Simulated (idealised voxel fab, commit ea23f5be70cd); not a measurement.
process module | voxel transistor to metal
cross-section cut | 170 nm wide | cells 5 nm
A cross-section is a grid of square cells, given in bands from the top down. A band is one or more rows of cells.
Each band's line starts with the height of the band's top and of its bottom, in nm. Then come its materials from left to right, each with its width in nm. One material with "throughout" fills the band from edge to edge. "air" is empty space.
Height 0 is the level under which the wafer as received is all one material. The lowest band goes on downwards, as in "0 down".
A width such as "30 to 40" changes by the same amount from each row of cells to the next, from the band's top row to its bottom row.
"no change" after a step means that no cell of the cross-section changed.
closed voids: empty space of 8 cells or more with no open way to the top, each as width x height at its distance from the left edge, in nm
after a step's settings: what the simulator itself notes on the step
overlay nm, on a step with a mask: how far to the right of its planned place the mask lay; to the left if negative
Each pair below shows a cross-section before one step and the cross-section after it, down to the lowest band that changed. The line under each pair gives the step between them, with its settings. The pairs can come from different runs of this module on the same starting wafer, so a pair continues from the pair above only where its "before" says so.
before
  70 to 55: SiO2 throughout
  55 to 50: SiN throughout
  50 to 40: SiO2 40 | TiN 5 | W 20 | TiN 5 | SiO2 30 | TiN 5 | W 20 | TiN 5 | SiO2 40
  40 to 35: SiO2 40 | TiN 5 | W 15 | TiN 10 | SiO2 30 | TiN 10 | W 15 | TiN 5 | SiO2 40
  35 to 25: SiO2 40 | TiN 5 | W 15 | TiN 5 | SiN 5 | SiO2 5 | SiCN 20 | SiO2 5 | SiN 5 | TiN 5 | W 15 | TiN 5 | SiO2 40
  25 to 10: SiO2 40 | TiN 5 | W 15 | TiN 5 | SiN 5 | SiO2 5 | polySi 20 | SiO2 5 | SiN 5 | TiN 5 | W 15 | TiN 5 | SiO2 40
  10 to 5: SiO2 40 | TiN 25 | SiN 5 | SiO2 5 | polySi 20 | SiO2 5 | SiN 5 | TiN 25 | SiO2 40
  5 to -5: SiO2 35 | SiN 5 | SiO2 25 | SiN 5 | SiO2 5 | polySi 20 | SiO2 5 | SiN 5 | SiO2 25 | SiN 5 | SiO2 35
  -5 to -10: SiO2 60 | pSi 5 | SiO2 40 | pSi 5 | SiO2 60
  -10 to -15: SiO2 40 | pSi 25 | Si 40 | pSi 25 | SiO2 40
  -15 to -35: SiO2 40 | Si 90 | SiO2 40
  -35 down: Si throughout
  closed voids: none
after
  85 to 70: aC throughout
  below 70: unchanged
  closed voids: none
the step between: op DIRECTIONAL_DEP | material aC | thk nm 15
before: the cross-section after the pair above
after
  115 to 85: resist 40 | air 20 | resist 50 | air 20 | resist 40
  below 85: unchanged
  closed voids: none
the step between: op PATTERN | tone open | mask id METAL_1 | material resist | width nm 20 | pitch nm 70 | thk nm 30 | overlay nm 0
before: the cross-section after the pair above
after
  100 to 85: resist 40 | air 20 | resist 50 | air 20 | resist 40
  85 to 70: aC 40 | air 20 | aC 50 | air 20 | aC 40
  below 70: unchanged
  closed voids: none
the step between: op DIRECTIONAL_ETCH | etch materials aC | depth nm 15
before: the cross-section after the pair above
after
  85 to 70: aC 40 | air 20 | aC 50 | air 20 | aC 40
  below 70: unchanged
  closed voids: none
the step between: op STRIP | etch materials resist
before: the cross-section after the pair above
after
  85 to 70: aC 40 | air 20 | aC 50 | air 20 | aC 40
  70 to 55: SiO2 40 | air 20 | SiO2 50 | air 20 | SiO2 40
  below 55: unchanged
  closed voids: none
the step between: op DIRECTIONAL_ETCH | etch materials SiO2 | depth nm 15
before: the cross-section after the pair above
after
  85 to 70: aC 40 | air 20 | aC 50 | air 20 | aC 40
  70 to 55: SiO2 40 | air 20 | SiO2 50 | air 20 | SiO2 40
  55 to 50: SiN 40 | air 20 | SiN 50 | air 20 | SiN 40
  below 50: unchanged
  closed voids: none
the step between: op DIRECTIONAL_ETCH | etch materials SiN | depth nm 5
before: the cross-section after the pair above
after
  70 to 55: SiO2 40 | air 20 | SiO2 50 | air 20 | SiO2 40
  below 55: unchanged
  closed voids: none
the step between: op STRIP | etch materials aC
before: the cross-section after the pair above
after
  75 to 70: TiN 45 | air 10 | TiN 60 | air 10 | TiN 45
  70 to 55: SiO2 40 | TiN 5 | air 10 | TiN 5 | SiO2 50 | TiN 5 | air 10 | TiN 5 | SiO2 40
  55 to 50: SiN 40 | TiN 20 | SiN 50 | TiN 20 | SiN 40
  below 50: unchanged
  closed voids: none
the step between: op CONFORMAL_DEP | material TiN | thk nm 5
before: the cross-section after the pair above
after
  80 to 75: Cu throughout
  75 to 70: TiN 45 | Cu 10 | TiN 60 | Cu 10 | TiN 45
  70 to 55: SiO2 40 | TiN 5 | Cu 10 | TiN 5 | SiO2 50 | TiN 5 | Cu 10 | TiN 5 | SiO2 40
  below 55: unchanged
  closed voids: none
the step between: op FILL_DEP | material Cu | thk nm 5
before: the cross-section after the pair above
after
  70 to 55: SiO2 40 | TiN 5 | Cu 10 | TiN 5 | SiO2 50 | TiN 5 | Cu 10 | TiN 5 | SiO2 40
  below 55: unchanged
  closed voids: none
the step between: op CMP | height nm 70
before: the cross-section after the pair above
after
  75 to 70: SiN throughout
  below 70: unchanged
  closed voids: none
the step between: op CONFORMAL_DEP | material SiN | thk nm 5
before
  50 to 40: SiO2 40 | TiN 5 | W 20 | TiN 5 | SiO2 30 | TiN 5 | W 20 | TiN 5 | SiO2 40
  40 to 35: SiO2 40 | TiN 5 | W 15 | TiN 10 | SiO2 30 | TiN 10 | W 15 | TiN 5 | SiO2 40
  35 to 25: SiO2 40 | TiN 5 | W 15 | TiN 5 | SiN 5 | SiO2 5 | SiCN 20 | SiO2 5 | SiN 5 | TiN 5 | W 15 | TiN 5 | SiO2 40
  25 to 5: SiO2 40 | TiN 5 | W 15 | TiN 5 | SiN 5 | SiO2 5 | polySi 20 | SiO2 5 | SiN 5 | TiN 5 | W 15 | TiN 5 | SiO2 40
  5 to -5: SiO2 35 | SiN 5 | TiN 5 | W 15 to 10 | TiN 5 to 10 | SiN 5 | SiO2 5 | polySi 20 | SiO2 5 | SiN 5 | TiN 5 to 10 | W 15 to 10 | TiN 5 | SiN 5 | SiO2 35
  -5 to -10: SiO2 40 | TiN 20 | pSi 5 | SiO2 40 | pSi 5 | TiN 20 | SiO2 40
  -10 to -15: SiO2 40 | pSi 25 | Si 40 | pSi 25 | SiO2 40
  -15 to -35: SiO2 40 | Si 90 | SiO2 40
  -35 down: Si throughout
  closed voids: none
after
  65 to 50: SiO2 throughout
  below 50: unchanged
  closed voids: none
the step between: op DIRECTIONAL_DEP | material SiO2 | thk nm 15
before: the cross-section after the pair above
after
  70 to 65: SiN throughout
  below 65: unchanged
  closed voids: none
the step between: op CONFORMAL_DEP | material SiN | thk nm 5
before: the cross-section after the pair above
after
  85 to 70: aC throughout
  below 70: unchanged
  closed voids: none
the step between: op DIRECTIONAL_DEP | material aC | thk nm 15
before: the cross-section after the pair above
after
  115 to 85: resist 40 | air 20 | resist 50 | air 20 | resist 40
  below 85: unchanged
  closed voids: none
the step between: op PATTERN | tone open | mask id METAL_1 | material resist | width nm 20 | pitch nm 70 | thk nm 30 | overlay nm 0
before: the cross-section after the pair above
after
  100 to 85: resist 40 | air 20 | resist 50 | air 20 | resist 40
  85 to 70: aC 40 | air 20 | aC 50 | air 20 | aC 40
  below 70: unchanged
  closed voids: none
the step between: op DIRECTIONAL_ETCH | etch materials aC | depth nm 15
before: the cross-section after the pair above
after
  85 to 70: aC 40 | air 20 | aC 50 | air 20 | aC 40
  below 70: unchanged
  closed voids: none
the step between: op STRIP | etch materials resist
before: the cross-section after the pair above
after
  85 to 70: aC 40 | air 20 | aC 50 | air 20 | aC 40
  70 to 65: SiN 40 | air 20 | SiN 50 | air 20 | SiN 40
  below 65: unchanged
  closed voids: none
the step between: op DIRECTIONAL_ETCH | etch materials SiN | depth nm 5
before: the cross-section after the pair above
after
  70 to 65: SiN 40 | air 20 | SiN 50 | air 20 | SiN 40
  below 65: unchanged
  closed voids: none
the step between: op STRIP | etch materials aC
before: the cross-section after the pair above
after
  75 to 70: TiN 45 | air 10 | TiN 60 | air 10 | TiN 45
  70 to 65: SiN 40 | TiN 20 | SiN 50 | TiN 20 | SiN 40
  below 65: unchanged
  closed voids: none
the step between: op CONFORMAL_DEP | material TiN | thk nm 5
before: the cross-section after the pair above
after
  80 to 75: Cu throughout
  75 to 70: TiN 45 | Cu 10 | TiN 60 | Cu 10 | TiN 45
  below 70: unchanged
  closed voids: none
the step between: op FILL_DEP | material Cu | thk nm 5
before: the cross-section after the pair above
after
  70 to 65: SiN 40 | TiN 20 | SiN 50 | TiN 20 | SiN 40
  below 65: unchanged
  closed voids: none
the step between: op CMP | height nm 70
before: the cross-section after the pair above
after
  75 to 70: SiN throughout
  below 70: unchanged
  closed voids: none
the step between: op CONFORMAL_DEP | material SiN | thk nm 5
before
  45 to 35: SiO2 throughout
  35 to 25: SiO2 65 | SiN 5 | SiO2 5 | SiCN 20 | SiO2 5 | SiN 5 | SiO2 65
  25 to 5: SiO2 65 | SiN 5 | SiO2 5 | polySi 20 | SiO2 5 | SiN 5 | SiO2 65
  5 to -5: SiO2 35 | SiN 5 | SiO2 25 | SiN 5 | SiO2 5 | polySi 20 | SiO2 5 | SiN 5 | SiO2 25 | SiN 5 | SiO2 35
  -5 to -10: SiO2 60 | pSi 5 | SiO2 40 | pSi 5 | SiO2 60
  -10 to -15: SiO2 40 | pSi 25 | Si 40 | pSi 25 | SiO2 40
  -15 to -35: SiO2 40 | Si 90 | SiO2 40
  -35 down: Si throughout
  closed voids: none
after
  25 to 5: SiO2 65 | SiN 5 | SiO2 5 | polySi 20 | SiO2 5 | SiN 5 | SiO2 65
  below 5: unchanged
  closed voids: none
the step between: op CMP | height nm 25
before: the cross-section after the pair above
after
  40 to 25: SiO2 throughout
  below 25: unchanged
  closed voids: none
the step between: op DIRECTIONAL_DEP | material SiO2 | thk nm 15
before: the cross-section after the pair above
after
  40 to 25: SiO2 40 | air 30 | SiO2 30 | air 30 | SiO2 40
  25 to 5: SiO2 40 | air 25 | SiN 5 | SiO2 5 | polySi 20 | SiO2 5 | SiN 5 | air 25 | SiO2 40
  5 to -5: SiO2 35 | SiN 5 | air 25 | SiN 5 | SiO2 5 | polySi 20 | SiO2 5 | SiN 5 | air 25 | SiN 5 | SiO2 35
  -5 to -10: SiO2 40 | air 20 | pSi 5 | SiO2 40 | pSi 5 | air 20 | SiO2 40
  below -10: unchanged
  closed voids: none
the step between: op MASKED_ETCH | tone open | mask id CONTACT | width nm 30 | pitch nm 60 | etch materials SiO2 | depth nm 60 | overlay nm 0
before: the cross-section after the pair above
after
  45 to 40: TiN 45 | air 20 | TiN 40 | air 20 | TiN 45
  40 to 30: SiO2 40 | TiN 5 | air 20 | TiN 5 | SiO2 30 | TiN 5 | air 20 | TiN 5 | SiO2 40
  30 to 25: SiO2 40 | TiN 5 | air 15 | TiN 10 | SiO2 30 | TiN 10 | air 15 | TiN 5 | SiO2 40
  25 to 5: SiO2 40 | TiN 5 | air 15 | TiN 5 | SiN 5 | SiO2 5 | polySi 20 | SiO2 5 | SiN 5 | TiN 5 | air 15 | TiN 5 | SiO2 40
  5 to -5: SiO2 35 | SiN 5 | TiN 5 | air 15 to 10 | TiN 5 to 10 | SiN 5 | SiO2 5 | polySi 20 | SiO2 5 | SiN 5 | TiN 5 to 10 | air 15 to 10 | TiN 5 | SiN 5 | SiO2 35
  -5 to -10: SiO2 40 | TiN 20 | pSi 5 | SiO2 40 | pSi 5 | TiN 20 | SiO2 40
  below -10: unchanged
  closed voids: none
the step between: op CONFORMAL_DEP | material TiN | thk nm 5
before: the cross-section after the pair above
after
  50 to 45: W throughout
  45 to 40: TiN 45 | W 20 | TiN 40 | W 20 | TiN 45
  40 to 30: SiO2 40 | TiN 5 | W 20 | TiN 5 | SiO2 30 | TiN 5 | W 20 | TiN 5 | SiO2 40
  30 to 25: SiO2 40 | TiN 5 | W 15 | TiN 10 | SiO2 30 | TiN 10 | W 15 | TiN 5 | SiO2 40
  25 to 5: SiO2 40 | TiN 5 | W 15 | TiN 5 | SiN 5 | SiO2 5 | polySi 20 | SiO2 5 | SiN 5 | TiN 5 | W 15 | TiN 5 | SiO2 40
  5 to -5: SiO2 35 | SiN 5 | TiN 5 | W 15 to 10 | TiN 5 to 10 | SiN 5 | SiO2 5 | polySi 20 | SiO2 5 | SiN 5 | TiN 5 to 10 | W 15 to 10 | TiN 5 | SiN 5 | SiO2 35
  below -5: unchanged
  closed voids: none
the step between: op FILL_DEP | material W | thk nm 5
before: the cross-section after the pair above
after
  55 to 50: SiN throughout
  below 50: unchanged
  closed voids: none
the step between: op CONFORMAL_DEP | material SiN | thk nm 5
before: the cross-section after the pair above
after
  70 to 55: SiO2 throughout
  below 55: unchanged
  closed voids: none
the step between: op DIRECTIONAL_DEP | material SiO2 | thk nm 15
before: the cross-section after the pair above
after
  85 to 70: aC throughout
  below 70: unchanged
  closed voids: none
the step between: op DIRECTIONAL_DEP | material aC | thk nm 15
before: the cross-section after the pair above
after
  115 to 85: resist 40 | air 20 | resist 50 | air 20 | resist 40
  below 85: unchanged
  closed voids: none
the step between: op PATTERN | tone open | mask id METAL_1 | material resist | width nm 20 | pitch nm 70 | thk nm 30 | overlay nm 0
before: the cross-section after the pair above
after
  100 to 85: resist 40 | air 20 | resist 50 | air 20 | resist 40
  85 to 70: aC 40 | air 20 | aC 50 | air 20 | aC 40
  below 70: unchanged
  closed voids: none
the step between: op DIRECTIONAL_ETCH | etch materials aC | depth nm 15
before: the cross-section after the pair above
after
  85 to 70: aC 40 | air 20 | aC 50 | air 20 | aC 40
  below 70: unchanged
  closed voids: none
the step between: op STRIP | etch materials resist
before: the cross-section after the pair above
after
  85 to 70: aC 40 | air 20 | aC 50 | air 20 | aC 40
  70 to 55: SiO2 40 | air 20 | SiO2 50 | air 20 | SiO2 40
  below 55: unchanged
  closed voids: none
the step between: op DIRECTIONAL_ETCH | etch materials SiO2 | depth nm 15
before: the cross-section after the pair above
after
  85 to 70: aC 40 | air 20 | aC 50 | air 20 | aC 40
  70 to 55: SiO2 40 | air 20 | SiO2 50 | air 20 | SiO2 40
  55 to 50: SiN 40 | air 20 | SiN 50 | air 20 | SiN 40
  below 50: unchanged
  closed voids: none
the step between: op DIRECTIONAL_ETCH | etch materials SiN | depth nm 5
before: the cross-section after the pair above
after
  70 to 55: SiO2 40 | air 20 | SiO2 50 | air 20 | SiO2 40
  below 55: unchanged
  closed voids: none
the step between: op STRIP | etch materials aC
before: the cross-section after the pair above
after
  75 to 70: TiN 45 | air 10 | TiN 60 | air 10 | TiN 45
  70 to 55: SiO2 40 | TiN 5 | air 10 | TiN 5 | SiO2 50 | TiN 5 | air 10 | TiN 5 | SiO2 40
  55 to 50: SiN 40 | TiN 20 | SiN 50 | TiN 20 | SiN 40
  below 50: unchanged
  closed voids: none
the step between: op CONFORMAL_DEP | material TiN | thk nm 5
before: the cross-section after the pair above
after
  80 to 75: Cu throughout
  75 to 70: TiN 45 | Cu 10 | TiN 60 | Cu 10 | TiN 45
  70 to 55: SiO2 40 | TiN 5 | Cu 10 | TiN 5 | SiO2 50 | TiN 5 | Cu 10 | TiN 5 | SiO2 40
  below 55: unchanged
  closed voids: none
the step between: op FILL_DEP | material Cu | thk nm 5
before: the cross-section after the pair above
after
  70 to 55: SiO2 40 | TiN 5 | Cu 10 | TiN 5 | SiO2 50 | TiN 5 | Cu 10 | TiN 5 | SiO2 40
  below 55: unchanged
  closed voids: none
the step between: op CMP | height nm 70
before: the cross-section after the pair above
after
  75 to 70: SiN throughout
  below 70: unchanged
  closed voids: none
the step between: op CONFORMAL_DEP | material SiN | thk nm 5
before
  85 to 70: aC throughout
  70 to 55: SiO2 throughout
  55 to 50: SiN throughout
  50 to 40: SiO2 40 | TiN 5 | W 20 | TiN 5 | SiO2 30 | TiN 5 | W 20 | TiN 5 | SiO2 40
  40 to 35: SiO2 40 | TiN 5 | W 15 | TiN 10 | SiO2 30 | TiN 10 | W 15 | TiN 5 | SiO2 40
  35 to 25: SiO2 40 | TiN 5 | W 15 | TiN 5 | SiN 5 | SiO2 5 | SiCN 20 | SiO2 5 | SiN 5 | TiN 5 | W 15 | TiN 5 | SiO2 40
  25 to 5: SiO2 40 | TiN 5 | W 15 | TiN 5 | SiN 5 | SiO2 5 | polySi 20 | SiO2 5 | SiN 5 | TiN 5 | W 15 | TiN 5 | SiO2 40
  5 to -5: SiO2 35 | SiN 5 | TiN 5 | W 15 to 10 | TiN 5 to 10 | SiN 5 | SiO2 5 | polySi 20 | SiO2 5 | SiN 5 | TiN 5 to 10 | W 15 to 10 | TiN 5 | SiN 5 | SiO2 35
  -5 to -10: SiO2 40 | TiN 20 | pSi 5 | SiO2 40 | pSi 5 | TiN 20 | SiO2 40
  -10 to -15: SiO2 40 | pSi 25 | Si 40 | pSi 25 | SiO2 40
  -15 to -35: SiO2 40 | Si 90 | SiO2 40
  -35 down: Si throughout
  closed voids: none
after
  115 to 85: resist 40 | air 25 | resist 45 | air 25 | resist 35
  below 85: unchanged
  closed voids: none
the step between: op PATTERN | tone open | mask id METAL_1 | material resist | width nm 25 | pitch nm 70 | thk nm 30 | overlay nm 0
before: the cross-section after the pair above
after
  100 to 85: resist 40 | air 25 | resist 45 | air 25 | resist 35
  85 to 70: aC 40 | air 25 | aC 45 | air 25 | aC 35
  below 70: unchanged
  closed voids: none
the step between: op DIRECTIONAL_ETCH | etch materials aC | depth nm 15
before: the cross-section after the pair above
after
  85 to 70: aC 40 | air 25 | aC 45 | air 25 | aC 35
  below 70: unchanged
  closed voids: none
the step between: op STRIP | etch materials resist
before: the cross-section after the pair above
after
  85 to 70: aC 40 | air 25 | aC 45 | air 25 | aC 35
  70 to 55: SiO2 40 | air 25 | SiO2 45 | air 25 | SiO2 35
  below 55: unchanged
  closed voids: none
the step between: op DIRECTIONAL_ETCH | etch materials SiO2 | depth nm 15
before: the cross-section after the pair above
after
  85 to 70: aC 40 | air 25 | aC 45 | air 25 | aC 35
  70 to 55: SiO2 40 | air 25 | SiO2 45 | air 25 | SiO2 35
  55 to 50: SiN 40 | air 25 | SiN 45 | air 25 | SiN 35
  below 50: unchanged
  closed voids: none
the step between: op DIRECTIONAL_ETCH | etch materials SiN | depth nm 5
before: the cross-section after the pair above
after
  70 to 55: SiO2 40 | air 25 | SiO2 45 | air 25 | SiO2 35
  below 55: unchanged
  closed voids: none
the step between: op STRIP | etch materials aC
before: the cross-section after the pair above
after
  75 to 70: TiN 45 | air 15 | TiN 55 | air 15 | TiN 40
  70 to 55: SiO2 40 | TiN 5 | air 15 | TiN 5 | SiO2 45 | TiN 5 | air 15 | TiN 5 | SiO2 35
  55 to 50: SiN 40 | TiN 25 | SiN 45 | TiN 25 | SiN 35
  below 50: unchanged
  closed voids: none
the step between: op CONFORMAL_DEP | material TiN | thk nm 5
before: the cross-section after the pair above
after
  80 to 75: Cu throughout
  75 to 70: TiN 45 | Cu 15 | TiN 55 | Cu 15 | TiN 40
  70 to 55: SiO2 40 | TiN 5 | Cu 15 | TiN 5 | SiO2 45 | TiN 5 | Cu 15 | TiN 5 | SiO2 35
  below 55: unchanged
  closed voids: none
the step between: op FILL_DEP | material Cu | thk nm 5
before: the cross-section after the pair above
after
  70 to 55: SiO2 40 | TiN 5 | Cu 15 | TiN 5 | SiO2 45 | TiN 5 | Cu 15 | TiN 5 | SiO2 35
  below 55: unchanged
  closed voids: none
the step between: op CMP | height nm 70
before: the cross-section after the pair above
after
  75 to 70: SiN throughout
  below 70: unchanged
  closed voids: none
the step between: op CONFORMAL_DEP | material SiN | thk nm 5
before
  15 to 0: SiN throughout
  0 to -5: SiO2 throughout
  -5 down: Si throughout
  closed voids: none
after
  30 to 15: air 25 | resist 100 | air 45
  below 15: unchanged
  closed voids: none
the step between: op PATTERN | tone cover | mask id ACTIVE | material resist | width nm 100 | thk nm 15 | overlay nm -10
before: the cross-section after the pair above
after
  30 to 15: air 25 | resist 100 | air 45
  15 to 0: air 25 | SiN 100 | air 45
  below 0: unchanged
  closed voids: none
the step between: op DIRECTIONAL_ETCH | etch materials SiN | depth nm 15
before: the cross-section after the pair above
after
  30 to 15: air 25 | resist 100 | air 45
  15 to 0: air 25 | SiN 100 | air 45
  0 to -5: air 25 | SiO2 100 | air 45
  below -5: unchanged
  closed voids: none
the step between: op DIRECTIONAL_ETCH | etch materials SiO2 | depth nm 5
before: the cross-section after the pair above
after
  30 to 15: air 25 | resist 100 | air 45
  15 to 0: air 25 | SiN 100 | air 45
  0 to -5: air 25 | SiO2 100 | air 45
  -5 to -30: air 25 | Si 100 | air 45
  below -30: unchanged
  closed voids: none
the step between: op DIRECTIONAL_ETCH | etch materials Si | depth nm 25
before: the cross-section after the pair above
after
  15 to 0: air 25 | SiN 100 | air 45
  below 0: unchanged
  closed voids: none
the step between: op STRIP | etch materials resist
before: the cross-section after the pair above
after
  15 to 0: air 25 | SiN 100 | air 45
  0 to -5: air 25 | SiO2 100 | air 45
  -5 to -30: air 25 | SiO2 5 | Si 90 | SiO2 5 | air 45
  -30 to -35: SiO2 30 | Si 90 | SiO2 50
  below -35: unchanged
  closed voids: none
the step between: op OXIDIZE | depth nm 5
before: the cross-section after the pair above
after
  20 to 15: SiO2 throughout
  15 to 0: SiO2 25 | SiN 100 | SiO2 45
  0 to -5: SiO2 throughout
  -5 to -35: SiO2 30 | Si 90 | SiO2 50
  below -35: unchanged
  closed voids: none
the step between: op FILL_DEP | material SiO2 | thk nm 5
before: the cross-section after the pair above
after
  15 to 0: SiO2 25 | SiN 100 | SiO2 45
  below 0: unchanged
  closed voids: none
the step between: op CMP | height nm 15
before: the cross-section after the pair above
after
  15 to 10: air 25 | SiN 100 | air 45
  below 10: unchanged
  closed voids: none
the step between: op SELECTIVE_ETCH | etch materials SiO2 | depth nm 5
before: the cross-section after the pair above
after
  10 to 0: SiO2 25 | air 100 | SiO2 45
  below 0: unchanged
  closed voids: none
the step between: op STRIP | etch materials SiN
before: the cross-section after the pair above
after
  5 to -5: SiO2 20 | air 110 | SiO2 40
  below -5: unchanged
  closed voids: none
the step between: op SELECTIVE_ETCH | etch materials SiO2 | depth nm 5
before: the cross-section after the pair above
after
  5 to -5: SiO2 20 | air 110 | SiO2 40
  -5 to -10: SiO2 throughout
  below -10: unchanged
  closed voids: none
the step between: op OXIDIZE | depth nm 5
before: the cross-section after the pair above
after
  35 to 25: polySi 20 | air 110 | polySi 40
  25 to 5: polySi throughout
  5 to -5: SiO2 20 | polySi 110 | SiO2 40
  below -5: unchanged
  closed voids: none
the step between: op DIRECTIONAL_DEP | material polySi | thk nm 30
before: the cross-section after the pair above
after
  45 to 35: SiCN 20 | air 110 | SiCN 40
  35 to 25: polySi 20 | SiCN 110 | polySi 40
  below 25: unchanged
  closed voids: none
the step between: op DIRECTIONAL_DEP | material SiCN | thk nm 10
before: the cross-section after the pair above
after
  60 to 45: air 75 | resist 20 | air 75
  45 to 35: SiCN 20 | air 55 | resist 20 | air 35 | SiCN 40
  below 35: unchanged
  closed voids: none
the step between: op PATTERN | tone cover | mask id GATE | material resist | width nm 20 | thk nm 15 | overlay nm 0
before: the cross-section after the pair above
after
  60 to 35: air 75 | resist 20 | air 75
  35 to 25: polySi 20 | air 55 | SiCN 20 | air 35 | polySi 40
  below 25: unchanged
  closed voids: none
the step between: op DIRECTIONAL_ETCH | etch materials SiCN | depth nm 20
before: the cross-section after the pair above
after
  60 to 35: air 75 | resist 20 | air 75
  35 to 25: air 75 | SiCN 20 | air 75
  25 to 5: air 75 | polySi 20 | air 75
  5 to -5: SiO2 20 | air 55 | polySi 20 | air 35 | SiO2 40
  below -5: unchanged
  closed voids: none
the step between: op DIRECTIONAL_ETCH | etch materials polySi | depth nm 40
before: the cross-section after the pair above
after
  35 to 25: air 75 | SiCN 20 | air 75
  below 25: unchanged
  closed voids: none
the step between: op STRIP | etch materials resist
before: the cross-section after the pair above
after
  40 to 35: air 70 | SiO2 30 | air 70
  35 to 25: air 70 | SiO2 5 | SiCN 20 | SiO2 5 | air 70
  25 to 10: air 70 | SiO2 5 | polySi 20 | SiO2 5 | air 70
  10 to 0: SiO2 25 | air 45 | SiO2 5 | polySi 20 | SiO2 5 | air 25 | SiO2 45
  0 to -5: SiO2 75 | polySi 20 | SiO2 75
  below -5: unchanged
  closed voids: none
the step between: op CONFORMAL_DEP | material SiO2 | thk nm 5
before: the cross-section after the pair above
after
  35 to 25: air 70 | SiO2 5 | SiCN 20 | SiO2 5 | air 70
  25 to 5: air 70 | SiO2 5 | polySi 20 | SiO2 5 | air 70
  5 to -5: SiO2 25 | air 45 | SiO2 5 | polySi 20 | SiO2 5 | air 25 | SiO2 45
  below -5: unchanged
  closed voids: none
the step between: op DIRECTIONAL_ETCH | etch materials SiO2 | depth nm 5
before: the cross-section after the pair above
after
  40 to 35: air 65 | SiN 40 | air 65
  35 to 25: air 65 | SiN 5 | SiO2 5 | SiCN 20 | SiO2 5 | SiN 5 | air 65
  25 to 10: air 65 | SiN 5 | SiO2 5 | polySi 20 | SiO2 5 | SiN 5 | air 65
  10 to 5: SiN 30 | air 35 | SiN 5 | SiO2 5 | polySi 20 | SiO2 5 | SiN 5 | air 15 | SiN 50
  5 to 0: SiO2 25 | SiN 5 | air 35 | SiN 5 | SiO2 5 | polySi 20 | SiO2 5 | SiN 5 | air 15 | SiN 5 | SiO2 45
  0 to -5: SiO2 25 | SiN 45 | SiO2 5 | polySi 20 | SiO2 5 | SiN 25 | SiO2 45
  below -5: unchanged
  closed voids: none
the step between: op CONFORMAL_DEP | material SiN | thk nm 5
before: the cross-section after the pair above
after
  35 to 25: air 65 | SiN 5 | SiO2 5 | SiCN 20 | SiO2 5 | SiN 5 | air 65
  25 to 5: air 65 | SiN 5 | SiO2 5 | polySi 20 | SiO2 5 | SiN 5 | air 65
  5 to -5: SiO2 25 | SiN 5 | air 35 | SiN 5 | SiO2 5 | polySi 20 | SiO2 5 | SiN 5 | air 15 | SiN 5 | SiO2 45
  below -5: unchanged
  closed voids: none
the step between: op DIRECTIONAL_ETCH | etch materials SiN | depth nm 5
before: the cross-section after the pair above
after
  35 to 30: air 65 | SiN 5 | air 5 | SiCN 20 | air 5 | SiN 5 | air 65
  30 to 25: air 65 | SiN 5 | SiO2 5 | SiCN 20 | SiO2 5 | SiN 5 | air 65
  25 to 5: air 65 | SiN 5 | SiO2 5 | polySi 20 | SiO2 5 | SiN 5 | air 65
  5 to 0: air 25 | SiN 5 | air 35 | SiN 5 | SiO2 5 | polySi 20 | SiO2 5 | SiN 5 | air 15 | SiN 5 | air 45
  0 to -5: SiO2 25 | SiN 5 | air 35 | SiN 5 | SiO2 5 | polySi 20 | SiO2 5 | SiN 5 | air 15 | SiN 5 | SiO2 45
  -5 to -10: SiO2 30 | air 35 | SiO2 40 | air 15 | SiO2 50
  below -10: unchanged
  closed voids: none
the step between: op DIRECTIONAL_ETCH | etch materials SiO2 | depth nm 5
before: the cross-section after the pair above
after
  35 to 30: air 65 | SiN 5 | air 5 | SiCN 20 | air 5 | SiN 5 | air 65
  30 to 25: air 65 | SiN 5 | SiO2 5 | SiCN 20 | SiO2 5 | SiN 5 | air 65
  25 to 5: air 65 | SiN 5 | SiO2 5 | polySi 20 | SiO2 5 | SiN 5 | air 65
  5 to 0: air 25 | SiN 5 | air 35 | SiN 5 | SiO2 5 | polySi 20 | SiO2 5 | SiN 5 | air 15 | SiN 5 | air 45
  0 to -5: SiO2 25 | SiN 5 | air 35 | SiN 5 | SiO2 5 | polySi 20 | SiO2 5 | SiN 5 | air 15 | SiN 5 | SiO2 45
  -5 to -10: SiO2 30 | air 35 | SiO2 40 | air 15 | SiO2 50
  -10 to -15: SiO2 30 | air 35 | Si 40 | air 15 | SiO2 50
  below -15: unchanged
  closed voids: none
the step between: op DIRECTIONAL_ETCH | etch materials Si | depth nm 5
before: the cross-section after the pair above
after
  35 to 30: air 65 | SiN 5 | air 5 | SiCN 20 | air 5 | SiN 5 | air 65
  30 to 25: air 65 | SiN 5 | SiO2 5 | SiCN 20 | SiO2 5 | SiN 5 | air 65
  25 to 5: air 65 | SiN 5 | SiO2 5 | polySi 20 | SiO2 5 | SiN 5 | air 65
  5 to 0: air 25 | SiN 5 | air 35 | SiN 5 | SiO2 5 | polySi 20 | SiO2 5 | SiN 5 | air 15 | SiN 5 | air 45
  0 to -5: SiO2 25 | SiN 5 | air 35 | SiN 5 | SiO2 5 | polySi 20 | SiO2 5 | SiN 5 | air 15 | SiN 5 | SiO2 45
  -5 to -10: SiO2 30 | air 30 | pSi 5 | SiO2 40 | pSi 5 | air 10 | SiO2 50
  -10 to -15: SiO2 30 | pSi 35 | Si 40 | pSi 15 | SiO2 50
  below -15: unchanged
  closed voids: none
the step between: op EPI | material pSi | thk nm 5
before: the cross-section after the pair above
after
  45 to 35: SiO2 throughout
  35 to 25: SiO2 65 | SiN 5 | SiO2 5 | SiCN 20 | SiO2 5 | SiN 5 | SiO2 65
  25 to 5: SiO2 65 | SiN 5 | SiO2 5 | polySi 20 | SiO2 5 | SiN 5 | SiO2 65
  5 to -5: SiO2 25 | SiN 5 | SiO2 35 | SiN 5 | SiO2 5 | polySi 20 | SiO2 5 | SiN 5 | SiO2 15 | SiN 5 | SiO2 45
  -5 to -10: SiO2 60 | pSi 5 | SiO2 40 | pSi 5 | SiO2 60
  below -10: unchanged
  closed voids: none
the step between: op FILL_DEP | material SiO2 | thk nm 10
before: the cross-section after the pair above
after
  35 to 25: SiO2 65 | SiN 5 | SiO2 5 | SiCN 20 | SiO2 5 | SiN 5 | SiO2 65
  below 25: unchanged
  closed voids: none
the step between: op CMP | height nm 35
before: the cross-section after the pair above
after
  50 to 35: SiO2 throughout
  below 35: unchanged
  closed voids: none
the step between: op DIRECTIONAL_DEP | material SiO2 | thk nm 15
